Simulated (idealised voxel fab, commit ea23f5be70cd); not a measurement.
Process module, titled voxel transistor to metal
Xsec cut, 150 nm wide, square cell size 5 nm.
How to read a cross-section here: the picture is a grid of square cells, written as bands going from the top down, and any band can span one or more rows of cells. Basically the band line says how high the top is and how high the bottom is, in nm, and then what's in it from left to right, every material with its width in nm. Empty space shows up as "blank", and if a single material carries "everywhere" it runs the full band edge to edge. Counting heights begins at 0, where everything beneath is, in the wafer as received, one material. The lowest band has no bottom; it goes on downwards, as "0 and below" shows. Quick explanation for "30 to 40": the width changes in equal steps down the rows of cells, from the first number in the band's top row to the second number in its bottom row. Step marked "remained unchanged"? Then no cell in the cross-section changed in it. Enclosed voids (no open way to top), threshold 8 cells or more, entry "Enclosed void inventory", notation width x height at distance, distance from left edge, nm. Heads up: the bit after the settings on a step's line is the simulator's remark on that step. If you see "overlay nm" on a step's line and that step has a mask, it's telling you how far right of where it was planned the mask ended up; a negative number means it went left instead.

-- Steps planned for the process
step 1: op RECEIVE | material Si
step 2: op OXIDIZE | depth nm 5
step 3: op CONFORMAL_DEP | material SiN | thk nm 10
step 4: op MASKED_ETCH | tone cover | mask id ACTIVE | width nm 105 | etch materials SiN | depth nm 10 | overlay nm 0
step 5: op MASKED_ETCH | tone cover | mask id ACTIVE | width nm 105 | etch materials SiO2 | depth nm 5 | overlay nm 0
step 6: op MASKED_ETCH | tone cover | mask id ACTIVE | width nm 105 | etch materials Si | depth nm 25 | overlay nm 0
step 7: op FILL_DEP | material SiO2 | thk nm 15
step 8: op CMP | height nm 10
step 9: op SELECTIVE_ETCH | etch materials SiO2 | depth nm 10
step 10: op STRIP | etch materials SiN
step 11: op SELECTIVE_ETCH | etch materials SiO2 | depth nm 5
step 12: op OXIDIZE | depth nm 5
step 13: op DIRECTIONAL_DEP | material polySi | thk nm 20
step 14: op DIRECTIONAL_DEP | material SiCN | thk nm 10
step 15: op PATTERN | tone cover | mask id GATE | material resist | width nm 15 | thk nm 15 | overlay nm 0
step 16: op DIRECTIONAL_ETCH | etch materials SiCN | depth nm 20
step 17: op DIRECTIONAL_ETCH | etch materials polySi | depth nm 30
step 18: op STRIP | etch materials resist
step 19: op CONFORMAL_DEP | material SiO2 | thk nm 5
step 20: op DIRECTIONAL_ETCH | etch materials SiO2 | depth nm 5
step 21: op CONFORMAL_DEP | material SiN | thk nm 10
step 22: op DIRECTIONAL_ETCH | etch materials SiN | depth nm 10
step 23: op DIRECTIONAL_ETCH | etch materials SiO2 | depth nm 5
step 24: op DIRECTIONAL_ETCH | etch materials Si | depth nm 5
step 25: op EPI | material SiGe | thk nm 5
step 26: op FILL_DEP | material SiO2 | thk nm 5
step 27: op CMP | height nm 25
step 28: op DIRECTIONAL_DEP | material SiO2 | thk nm 10
step 29: op DIRECTIONAL_DEP | material aC | thk nm 15
step 30: op PATTERN | tone open | mask id CONTACT | material resist | width nm 30 | pitch nm 55 | thk nm 35 | overlay nm 0
step 31: op DIRECTIONAL_ETCH | etch materials aC | depth nm 15
step 32: op STRIP | etch materials resist
step 33: op DIRECTIONAL_ETCH | etch materials SiO2 | depth nm 45
step 34: op STRIP | etch materials aC
step 35: op CONFORMAL_DEP | material TiN | thk nm 5
step 36: op FILL_DEP | material W | thk nm 5
step 37: op CMP | height nm 35
step 38: op DIRECTIONAL_DEP | material TiN | thk nm 5
step 39: op DIRECTIONAL_DEP | material Ru | thk nm 15
step 40: op PATTERN | tone cover | mask id METAL_1 | material resist | width nm 15 | pitch nm 70 | thk nm 20 | overlay nm 0
step 41: op DIRECTIONAL_ETCH | etch materials Ru | depth nm 15
step 42: op DIRECTIONAL_ETCH | etch materials TiN | depth nm 5
step 43: op STRIP | etch materials resist
step 44: op CONFORMAL_DEP | material SiCN | thk nm 5
step 45: op FILL_DEP | material lowk | thk nm 10
step 46: op CMP | height nm 55
step 47: op CONFORMAL_DEP | material SiCN | thk nm 5
step 48: op DIRECTIONAL_DEP | material SiO2 | thk nm 35
step 49: op PATTERN | tone open | mask id METAL_2 | material resist | width nm 15 | pitch nm 70 | thk nm 20 | overlay nm 0
step 50: op DIRECTIONAL_ETCH | etch materials SiO2 | depth nm 20
step 51: op STRIP | etch materials resist
step 52: op DIRECTIONAL_DEP | material aC | thk nm 10
step 53: op PATTERN | tone open | mask id METAL_2_HOLES | material resist | width nm 15 | pitch nm 70 | thk nm 30 | overlay nm 0
step 54: op DIRECTIONAL_ETCH | etch materials aC | depth nm 10
step 55: op STRIP | etch materials resist
step 56: op DIRECTIONAL_ETCH | etch materials SiO2 | depth nm 15
step 57: op DIRECTIONAL_ETCH | etch materials SiCN | depth nm 5
step 58: op STRIP | etch materials aC
step 59: op CONFORMAL_DEP | material TiN | thk nm 5
step 60: op FILL_DEP | material Cu | thk nm 5
step 61: op CMP | height nm 95
step 62: op CONFORMAL_DEP | material SiCN | thk nm 5

-- The following pertains to the first of two wafers, which was processed as planned

-- Incoming wafer in cross-section (state: after step 1)
> 0 and below  Si everywhere
> Enclosed void inventory: none

-- Cross-section: wafer state after step 2
> 0 down to -5  SiO2 everywhere
> Anything lower than -5 is untouched.

-- Cross-section: wafer state after step 3
> 10 down to 0  SiN everywhere
> Anything lower than 0 is untouched.

-- Cross-section: wafer state after step 4
> 10 down to 0  blank: 20, then SiN: 105, then blank: 25
> Anything lower than 0 is untouched.

-- Cross-section: wafer state after step 5
> 10 down to 0  blank: 20, then SiN: 105, then blank: 25
> 0 down to -5  blank: 20, then SiO2: 105, then blank: 25
> Anything lower than -5 is untouched.

-- Cross-section: wafer state after step 6
> 10 down to 0  blank: 20, then SiN: 105, then blank: 25
> 0 down to -5  blank: 20, then SiO2: 105, then blank: 25
> -5 down to -30  blank: 20, then Si: 105, then blank: 25
> Anything lower than -30 is untouched.

-- Cross-section: wafer state after step 7
> 25 down to 10  SiO2 everywhere
> 10 down to 0  SiO2: 20, then SiN: 105, then SiO2: 25
> 0 down to -5  SiO2 everywhere
> -5 down to -30  SiO2: 20, then Si: 105, then SiO2: 25
> Anything lower than -30 is untouched.

-- Cross-section: wafer state after step 8
> 10 down to 0  SiO2: 20, then SiN: 105, then SiO2: 25
> Anything lower than 0 is untouched.

-- Cross-section: wafer state after step 9
> 10 down to 0  blank: 20, then SiN: 105, then blank: 25
> Anything lower than 0 is untouched.

-- Cross-section: wafer state after step 10
> 0 down to -5  SiO2 everywhere
> Anything lower than -5 is untouched.

-- Cross-section: wafer state after step 11
> -5 down to -30  SiO2: 20, then Si: 105, then SiO2: 25
> Anything lower than -30 is untouched.

-- Cross-section: wafer state after step 12
> -5 down to -10  SiO2 everywhere
> Anything lower than -10 is untouched.

-- Cross-section: wafer state after step 13
> 15 down to -5  polySi everywhere
> Anything lower than -5 is untouched.

-- Cross-section: wafer state after step 14
> 25 down to 15  SiCN everywhere
> Anything lower than 15 is untouched.

-- Cross-section: wafer state after step 15
> 40 down to 25  blank: 65, then resist: 15, then blank: 70
> Anything lower than 25 is untouched.

-- Cross-section: wafer state after step 16
> 40 down to 25  blank: 65, then resist: 15, then blank: 70
> 25 down to 15  blank: 65, then SiCN: 15, then blank: 70
> Anything lower than 15 is untouched.

-- Cross-section: wafer state after step 17
> 40 down to 25  blank: 65, then resist: 15, then blank: 70
> 25 down to 15  blank: 65, then SiCN: 15, then blank: 70
> 15 down to -5  blank: 65, then polySi: 15, then blank: 70
> Anything lower than -5 is untouched.

-- Cross-section: wafer state after step 18
> 25 down to 15  blank: 65, then SiCN: 15, then blank: 70
> Anything lower than 15 is untouched.

-- Cross-section: wafer state after step 19
> 30 down to 25  blank: 60, then SiO2: 25, then blank: 65
> 25 down to 15  blank: 60, then SiO2: 5, then SiCN: 15, then SiO2: 5, then blank: 65
> 15 down to 0  blank: 60, then SiO2: 5, then polySi: 15, then SiO2: 5, then blank: 65
> 0 down to -5  SiO2: 65, then polySi: 15, then SiO2: 70
> Anything lower than -5 is untouched.

-- Cross-section: wafer state after step 20
> 25 down to 15  blank: 60, then SiO2: 5, then SiCN: 15, then SiO2: 5, then blank: 65
> 15 down to -5  blank: 60, then SiO2: 5, then polySi: 15, then SiO2: 5, then blank: 65
> Anything lower than -5 is untouched.

-- Cross-section: wafer state after step 21
> 35 down to 25  blank: 50, then SiN: 45, then blank: 55
> 25 down to 15  blank: 50, then SiN: 10, then SiO2: 5, then SiCN: 15, then SiO2: 5, then SiN: 10, then blank: 55
> 15 down to 5  blank: 50, then SiN: 10, then SiO2: 5, then polySi: 15, then SiO2: 5, then SiN: 10, then blank: 55
> 5 down to -5  SiN: 60, then SiO2: 5, then polySi: 15, then SiO2: 5, then SiN: 65
> Anything lower than -5 is untouched.

-- Cross-section: wafer state after step 22
> 25 down to 15  blank: 50, then SiN: 10, then SiO2: 5, then SiCN: 15, then SiO2: 5, then SiN: 10, then blank: 55
> 15 down to -5  blank: 50, then SiN: 10, then SiO2: 5, then polySi: 15, then SiO2: 5, then SiN: 10, then blank: 55
> Anything lower than -5 is untouched.

-- Cross-section: wafer state after step 23
> 25 down to 20  blank: 50, then SiN: 10, then blank: 5, then SiCN: 15, then blank: 5, then SiN: 10, then blank: 55
> 20 down to 15  blank: 50, then SiN: 10, then SiO2: 5, then SiCN: 15, then SiO2: 5, then SiN: 10, then blank: 55
> 15 down to -5  blank: 50, then SiN: 10, then SiO2: 5, then polySi: 15, then SiO2: 5, then SiN: 10, then blank: 55
> -5 down to -10  blank: 50, then SiO2: 45, then blank: 55
> Anything lower than -10 is untouched.

-- Cross-section: wafer state after step 24
> 25 down to 20  blank: 50, then SiN: 10, then blank: 5, then SiCN: 15, then blank: 5, then SiN: 10, then blank: 55
> 20 down to 15  blank: 50, then SiN: 10, then SiO2: 5, then SiCN: 15, then SiO2: 5, then SiN: 10, then blank: 55
> 15 down to -5  blank: 50, then SiN: 10, then SiO2: 5, then polySi: 15, then SiO2: 5, then SiN: 10, then blank: 55
> -5 down to -10  blank: 50, then SiO2: 45, then blank: 55
> -10 down to -15  SiO2: 20, then blank: 30, then Si: 45, then blank: 30, then SiO2: 25
> Anything lower than -15 is untouched.

-- Cross-section: wafer state after step 25
> 25 down to 20  blank: 50, then SiN: 10, then blank: 5, then SiCN: 15, then blank: 5, then SiN: 10, then blank: 55
> 20 down to 15  blank: 50, then SiN: 10, then SiO2: 5, then SiCN: 15, then SiO2: 5, then SiN: 10, then blank: 55
> 15 down to -5  blank: 50, then SiN: 10, then SiO2: 5, then polySi: 15, then SiO2: 5, then SiN: 10, then blank: 55
> -5 down to -10  blank: 45, then SiGe: 5, then SiO2: 45, then SiGe: 5, then blank: 50
> -10 down to -15  SiO2: 20, then SiGe: 30, then Si: 45, then SiGe: 30, then SiO2: 25
> Anything lower than -15 is untouched.

-- Cross-section: wafer state after step 26
> 30 down to 25  SiO2 everywhere
> 25 down to 15  SiO2: 50, then SiN: 10, then SiO2: 5, then SiCN: 15, then SiO2: 5, then SiN: 10, then SiO2: 55
> 15 down to -5  SiO2: 50, then SiN: 10, then SiO2: 5, then polySi: 15, then SiO2: 5, then SiN: 10, then SiO2: 55
> -5 down to -10  SiO2: 45, then SiGe: 5, then SiO2: 45, then SiGe: 5, then SiO2: 50
> Anything lower than -10 is untouched.

-- Cross-section: wafer state after step 27
> 25 down to 15  SiO2: 50, then SiN: 10, then SiO2: 5, then SiCN: 15, then SiO2: 5, then SiN: 10, then SiO2: 55
> Anything lower than 15 is untouched.

-- Cross-section: wafer state after step 28
> 35 down to 25  SiO2 everywhere
> Anything lower than 25 is untouched.

-- Cross-section: wafer state after step 29
> 50 down to 35  aC everywhere
> Anything lower than 35 is untouched.

-- Cross-section: wafer state after step 30
> 85 down to 50  resist: 30, then blank: 30, then resist: 25, then blank: 30, then resist: 35
> Anything lower than 50 is untouched.

-- Cross-section: wafer state after step 31
> 70 down to 50  resist: 30, then blank: 30, then resist: 25, then blank: 30, then resist: 35
> 50 down to 35  aC: 30, then blank: 30, then aC: 25, then blank: 30, then aC: 35
> Anything lower than 35 is untouched.

-- Cross-section: wafer state after step 32
> 50 down to 35  aC: 30, then blank: 30, then aC: 25, then blank: 30, then aC: 35
> Anything lower than 35 is untouched.

-- Cross-section: wafer state after step 33
> 50 down to 35  aC: 30, then blank: 30, then aC: 25, then blank: 30, then aC: 35
> 35 down to 25  SiO2: 30, then blank: 30, then SiO2: 25, then blank: 30, then SiO2: 35
> 25 down to 15  SiO2: 30, then blank: 20, then SiN: 10, then SiO2: 5, then SiCN: 15, then SiO2: 5, then SiN: 10, then blank: 20, then SiO2: 35
> 15 down to -5  SiO2: 30, then blank: 20, then SiN: 10, then SiO2: 5, then polySi: 15, then SiO2: 5, then SiN: 10, then blank: 20, then SiO2: 35
> -5 down to -10  SiO2: 30, then blank: 15, then SiGe: 5, then SiO2: 45, then SiGe: 5, then blank: 15, then SiO2: 35
> Anything lower than -10 is untouched.

-- Cross-section: wafer state after step 34
> 35 down to 25  SiO2: 30, then blank: 30, then SiO2: 25, then blank: 30, then SiO2: 35
> Anything lower than 25 is untouched.

-- Cross-section: wafer state after step 35
> 40 down to 35  TiN: 35, then blank: 20, then TiN: 35, then blank: 20, then TiN: 40
> 35 down to 25  SiO2: 30, then TiN: 5, then blank: 20 to 10, then TiN: 5 to 15, then SiO2: 25, then TiN: 5 to 15, then blank: 20 to 10, then TiN: 5, then SiO2: 35
> 25 down to 15  SiO2: 30, then TiN: 5, then blank: 10, then TiN: 5, then SiN: 10, then SiO2: 5, then SiCN: 15, then SiO2: 5, then SiN: 10, then TiN: 5, then blank: 10, then TiN: 5, then SiO2: 35
> 15 down to 0  SiO2: 30, then TiN: 5, then blank: 10, then TiN: 5, then SiN: 10, then SiO2: 5, then polySi: 15, then SiO2: 5, then SiN: 10, then TiN: 5, then blank: 10, then TiN: 5, then SiO2: 35
> 0 down to -5  SiO2: 30, then TiN: 5, then blank: 5, then TiN: 10, then SiN: 10, then SiO2: 5, then polySi: 15, then SiO2: 5, then SiN: 10, then TiN: 10, then blank: 5, then TiN: 5, then SiO2: 35
> -5 down to -10  SiO2: 30, then TiN: 15, then SiGe: 5, then SiO2: 45, then SiGe: 5, then TiN: 15, then SiO2: 35
> Anything lower than -10 is untouched.

-- Cross-section: wafer state after step 36
> 45 down to 40  W everywhere
> 40 down to 35  TiN: 35, then W: 20, then TiN: 35, then W: 20, then TiN: 40
> 35 down to 25  SiO2: 30, then TiN: 5, then W: 20 to 10, then TiN: 5 to 15, then SiO2: 25, then TiN: 5 to 15, then W: 20 to 10, then TiN: 5, then SiO2: 35
> 25 down to 15  SiO2: 30, then TiN: 5, then W: 10, then TiN: 5, then SiN: 10, then SiO2: 5, then SiCN: 15, then SiO2: 5, then SiN: 10, then TiN: 5, then W: 10, then TiN: 5, then SiO2: 35
> 15 down to 0  SiO2: 30, then TiN: 5, then W: 10, then TiN: 5, then SiN: 10, then SiO2: 5, then polySi: 15, then SiO2: 5, then SiN: 10, then TiN: 5, then W: 10, then TiN: 5, then SiO2: 35
> 0 down to -5  SiO2: 30, then TiN: 5, then W: 5, then TiN: 10, then SiN: 10, then SiO2: 5, then polySi: 15, then SiO2: 5, then SiN: 10, then TiN: 10, then W: 5, then TiN: 5, then SiO2: 35
> Anything lower than -5 is untouched.

-- Cross-section: wafer state after step 37
> 35 down to 25  SiO2: 30, then TiN: 5, then W: 20 to 10, then TiN: 5 to 15, then SiO2: 25, then TiN: 5 to 15, then W: 20 to 10, then TiN: 5, then SiO2: 35
> Anything lower than 25 is untouched.

-- Cross-section: wafer state after step 38
> 40 down to 35  TiN everywhere
> Anything lower than 35 is untouched.

-- Cross-section: wafer state after step 39
> 55 down to 40  Ru everywhere
> Anything lower than 40 is untouched.

-- Cross-section: wafer state after step 40
> 75 down to 55  blank: 30, then resist: 15, then blank: 55, then resist: 15, then blank: 35
> Anything lower than 55 is untouched.

-- Cross-section: wafer state after step 41
> 75 down to 55  blank: 30, then resist: 15, then blank: 55, then resist: 15, then blank: 35
> 55 down to 40  blank: 30, then Ru: 15, then blank: 55, then Ru: 15, then blank: 35
> Anything lower than 40 is untouched.

-- Cross-section: wafer state after step 42
> 75 down to 55  blank: 30, then resist: 15, then blank: 55, then resist: 15, then blank: 35
> 55 down to 40  blank: 30, then Ru: 15, then blank: 55, then Ru: 15, then blank: 35
> 40 down to 35  blank: 30, then TiN: 15, then blank: 55, then TiN: 15, then blank: 35
> Anything lower than 35 is untouched.

-- Cross-section: wafer state after step 43
> 55 down to 40  blank: 30, then Ru: 15, then blank: 55, then Ru: 15, then blank: 35
> Anything lower than 40 is untouched.

-- Cross-section: wafer state after step 44
> 60 down to 55  blank: 25, then SiCN: 25, then blank: 45, then SiCN: 25, then blank: 30
> 55 down to 40  blank: 25, then SiCN: 5, then Ru: 15, then SiCN: 5, then blank: 45, then SiCN: 5, then Ru: 15, then SiCN: 5, then blank: 30
> 40 down to 35  SiCN: 30, then TiN: 15, then SiCN: 55, then TiN: 15, then SiCN: 35
> Anything lower than 35 is untouched.

-- Cross-section: wafer state after step 45
> 70 down to 60  lowk everywhere
> 60 down to 55  lowk: 25, then SiCN: 25, then lowk: 45, then SiCN: 25, then lowk: 30
> 55 down to 40  lowk: 25, then SiCN: 5, then Ru: 15, then SiCN: 5, then lowk: 45, then SiCN: 5, then Ru: 15, then SiCN: 5, then lowk: 30
> Anything lower than 40 is untouched.

-- Cross-section: wafer state after step 46
> 55 down to 40  lowk: 25, then SiCN: 5, then Ru: 15, then SiCN: 5, then lowk: 45, then SiCN: 5, then Ru: 15, then SiCN: 5, then lowk: 30
> Anything lower than 40 is untouched.

-- Cross-section: wafer state after step 47
> 60 down to 55  SiCN everywhere
> Anything lower than 55 is untouched.

-- Cross-section: wafer state after step 48
> 95 down to 60  SiO2 everywhere
> Anything lower than 60 is untouched.

-- Cross-section: wafer state after step 49
> 115 down to 95  resist: 30, then blank: 15, then resist: 55, then blank: 15, then resist: 35
> Anything lower than 95 is untouched.

-- Cross-section: wafer state after step 50
> 115 down to 95  resist: 30, then blank: 15, then resist: 55, then blank: 15, then resist: 35
> 95 down to 75  SiO2: 30, then blank: 15, then SiO2: 55, then blank: 15, then SiO2: 35
> Anything lower than 75 is untouched.

-- Cross-section: wafer state after step 51
> 95 down to 75  SiO2: 30, then blank: 15, then SiO2: 55, then blank: 15, then SiO2: 35
> Anything lower than 75 is untouched.

-- Cross-section: wafer state after step 52
> 105 down to 95  aC: 30, then blank: 15, then aC: 55, then blank: 15, then aC: 35
> 95 down to 85  SiO2: 30, then blank: 15, then SiO2: 55, then blank: 15, then SiO2: 35
> 85 down to 75  SiO2: 30, then aC: 15, then SiO2: 55, then aC: 15, then SiO2: 35
> Anything lower than 75 is untouched.

-- Cross-section: wafer state after step 53
> 135 down to 105  resist: 30, then blank: 15, then resist: 55, then blank: 15, then resist: 35
> Anything lower than 105 is untouched.

-- Cross-section: wafer state after step 54
> 125 down to 105  resist: 30, then blank: 15, then resist: 55, then blank: 15, then resist: 35
> 105 down to 95  aC: 30, then blank: 15, then aC: 55, then blank: 15, then aC: 35
> 95 down to 75  SiO2: 30, then blank: 15, then SiO2: 55, then blank: 15, then SiO2: 35
> Anything lower than 75 is untouched.

-- Cross-section: wafer state after step 55
> 105 down to 95  aC: 30, then blank: 15, then aC: 55, then blank: 15, then aC: 35
> Anything lower than 95 is untouched.

-- Cross-section: wafer state after step 56
> 105 down to 95  aC: 30, then blank: 15, then aC: 55, then blank: 15, then aC: 35
> 95 down to 60  SiO2: 30, then blank: 15, then SiO2: 55, then blank: 15, then SiO2: 35
> Anything lower than 60 is untouched.

-- Cross-section: wafer state after step 57
> 105 down to 95  aC: 30, then blank: 15, then aC: 55, then blank: 15, then aC: 35
> 95 down to 60  SiO2: 30, then blank: 15, then SiO2: 55, then blank: 15, then SiO2: 35
> 60 down to 55  SiCN: 30, then blank: 15, then SiCN: 55, then blank: 15, then SiCN: 35
> Anything lower than 55 is untouched.

-- Cross-section: wafer state after step 58
> 95 down to 60  SiO2: 30, then blank: 15, then SiO2: 55, then blank: 15, then SiO2: 35
> Anything lower than 60 is untouched.

-- Cross-section: wafer state after step 59
> 100 down to 95  TiN: 35, then blank: 5, then TiN: 65, then blank: 5, then TiN: 40
> 95 down to 60  SiO2: 30, then TiN: 5, then blank: 5, then TiN: 5, then SiO2: 55, then TiN: 5, then blank: 5, then TiN: 5, then SiO2: 35
> 60 down to 55  SiCN: 30, then TiN: 15, then SiCN: 55, then TiN: 15, then SiCN: 35
> Anything lower than 55 is untouched.

-- Cross-section: wafer state after step 60
> 105 down to 100  Cu everywhere
> 100 down to 95  TiN: 35, then Cu: 5, then TiN: 65, then Cu: 5, then TiN: 40
> 95 down to 60  SiO2: 30, then TiN: 5, then Cu: 5, then TiN: 5, then SiO2: 55, then TiN: 5, then Cu: 5, then TiN: 5, then SiO2: 35
> Anything lower than 60 is untouched.

-- Cross-section: wafer state after step 61
> 95 down to 60  SiO2: 30, then TiN: 5, then Cu: 5, then TiN: 5, then SiO2: 55, then TiN: 5, then Cu: 5, then TiN: 5, then SiO2: 35
> Anything lower than 60 is untouched.

-- Cross-section: wafer state after step 62
> 100 down to 95  SiCN everywhere
> Anything lower than 95 is untouched.

-- The second wafer was prepared from the same starting point and under the same plan as the first; its processing contained one mistake, and it remains indistinguishable from the first wafer up to and including step 48

-- Cross-section of the second wafer at the time by which step 49 should have been completed according to the plan
> 115 down to 95  resist: 20, then blank: 15, then resist: 55, then blank: 15, then resist: 45
> Anything lower than 95 is untouched.

-- Cross-section of the second wafer at the time by which step 50 should have been completed according to the plan
> 115 down to 95  resist: 20, then blank: 15, then resist: 55, then blank: 15, then resist: 45
> 95 down to 75  SiO2: 20, then blank: 15, then SiO2: 55, then blank: 15, then SiO2: 45
> Anything lower than 75 is untouched.

-- Cross-section of the second wafer at the time by which step 51 should have been completed according to the plan
> 95 down to 75  SiO2: 20, then blank: 15, then SiO2: 55, then blank: 15, then SiO2: 45
> Anything lower than 75 is untouched.

-- Cross-section of the second wafer at the time by which step 52 should have been completed according to the plan
> 105 down to 95  aC: 20, then blank: 15, then aC: 55, then blank: 15, then aC: 45
> 95 down to 85  SiO2: 20, then blank: 15, then SiO2: 55, then blank: 15, then SiO2: 45
> 85 down to 75  SiO2: 20, then aC: 15, then SiO2: 55, then aC: 15, then SiO2: 45
> Anything lower than 75 is untouched.

-- Cross-section of the second wafer at the time by which step 53 should have been completed according to the plan
> 135 down to 105  resist: 30, then blank: 15, then resist: 55, then blank: 15, then resist: 35
> 105 down to 95  aC: 20, then resist: 10, then blank: 5, then aC: 55, then resist: 10, then blank: 5, then aC: 45
> 95 down to 85  SiO2: 20, then resist: 10, then blank: 5, then SiO2: 55, then resist: 10, then blank: 5, then SiO2: 45
> Anything lower than 85 is untouched.

-- Cross-section of the second wafer at the time by which step 54 should have been completed according to the plan
> 125 down to 105  resist: 30, then blank: 15, then resist: 55, then blank: 15, then resist: 35
> 105 down to 95  aC: 20, then resist: 10, then blank: 15, then aC: 45, then resist: 10, then blank: 15, then aC: 35
> 95 down to 85  SiO2: 20, then resist: 10, then blank: 5, then SiO2: 55, then resist: 10, then blank: 5, then SiO2: 45
> 85 down to 75  SiO2: 20, then aC: 10, then blank: 5, then SiO2: 55, then aC: 10, then blank: 5, then SiO2: 45
> Anything lower than 75 is untouched.

-- Cross-section of the second wafer at the time by which step 55 should have been completed according to the plan
> 105 down to 95  aC: 20, then blank: 25, then aC: 45, then blank: 25, then aC: 35
> 95 down to 85  SiO2: 20, then blank: 15, then SiO2: 55, then blank: 15, then SiO2: 45
> Anything lower than 85 is untouched.

-- Cross-section of the second wafer at the time by which step 56 should have been completed according to the plan
> 105 down to 95  aC: 20, then blank: 25, then aC: 45, then blank: 25, then aC: 35
> 95 down to 85  SiO2: 20, then blank: 25, then SiO2: 45, then blank: 25, then SiO2: 35
> 85 down to 75  SiO2: 20, then aC: 10, then blank: 15 to 5, then SiO2: 45 to 55, then aC: 10, then blank: 15 to 5, then SiO2: 35 to 45
> 75 down to 60  SiO2: 30, then blank: 5, then SiO2: 65, then blank: 5, then SiO2: 45
> Anything lower than 60 is untouched.

-- Cross-section of the second wafer at the time by which step 57 should have been completed according to the plan
> 105 down to 95  aC: 20, then blank: 25, then aC: 45, then blank: 25, then aC: 35
> 95 down to 85  SiO2: 20, then blank: 25, then SiO2: 45, then blank: 25, then SiO2: 35
> 85 down to 75  SiO2: 20, then aC: 10, then blank: 15 to 5, then SiO2: 45 to 55, then aC: 10, then blank: 15 to 5, then SiO2: 35 to 45
> 75 down to 60  SiO2: 30, then blank: 5, then SiO2: 65, then blank: 5, then SiO2: 45
> 60 down to 55  SiCN: 30, then blank: 5, then SiCN: 65, then blank: 5, then SiCN: 45
> Anything lower than 55 is untouched.

-- Cross-section of the second wafer at the time by which step 58 should have been completed according to the plan
> 95 down to 80  SiO2: 20, then blank: 25, then SiO2: 45, then blank: 25, then SiO2: 35
> 80 down to 75  SiO2: 20, then blank: 15, then SiO2: 55, then blank: 15, then SiO2: 45
> Anything lower than 75 is untouched.

-- Cross-section of the second wafer at the time by which step 59 should have been completed according to the plan
> 100 down to 95  TiN: 25, then blank: 15, then TiN: 55, then blank: 15, then TiN: 40
> 95 down to 85  SiO2: 20, then TiN: 5, then blank: 15, then TiN: 5, then SiO2: 45, then TiN: 5, then blank: 15, then TiN: 5, then SiO2: 35
> 85 down to 80  SiO2: 20, then TiN: 5, then blank: 5, then TiN: 15, then SiO2: 45, then TiN: 5, then blank: 5, then TiN: 15, then SiO2: 35
> 80 down to 75  SiO2: 20, then TiN: 15, then SiO2: 55, then TiN: 15, then SiO2: 45
> 75 down to 60  SiO2: 30, then TiN: 5, then SiO2: 65, then TiN: 5, then SiO2: 45
> 60 down to 55  SiCN: 30, then TiN: 5, then SiCN: 65, then TiN: 5, then SiCN: 45
> Anything lower than 55 is untouched.

-- Cross-section of the second wafer at the time by which step 60 should have been completed according to the plan
> 105 down to 100  Cu everywhere
> 100 down to 95  TiN: 25, then Cu: 15, then TiN: 55, then Cu: 15, then TiN: 40
> 95 down to 85  SiO2: 20, then TiN: 5, then Cu: 15, then TiN: 5, then SiO2: 45, then TiN: 5, then Cu: 15, then TiN: 5, then SiO2: 35
> 85 down to 80  SiO2: 20, then TiN: 5, then Cu: 5, then TiN: 15, then SiO2: 45, then TiN: 5, then Cu: 5, then TiN: 15, then SiO2: 35
> Anything lower than 80 is untouched.

-- Cross-section of the second wafer at the time by which step 61 should have been completed according to the plan
> 95 down to 85  SiO2: 20, then TiN: 5, then Cu: 15, then TiN: 5, then SiO2: 45, then TiN: 5, then Cu: 15, then TiN: 5, then SiO2: 35
> Anything lower than 85 is untouched.

-- Cross-section of the second wafer at the time by which step 62 should have been completed according to the plan
> 100 down to 95  SiCN everywhere
> Anything lower than 95 is untouched.
Processing error: off-plan run, step 49, actual operation and settings op PATTERN | tone open | mask id METAL_2 | material resist | width nm 15 | pitch nm 70 | thk nm 20 | overlay nm -10
Wrapping up, a cell-based count of both wafers puts the second over or under the first for these materials: +4 SiCN, -4 TiN
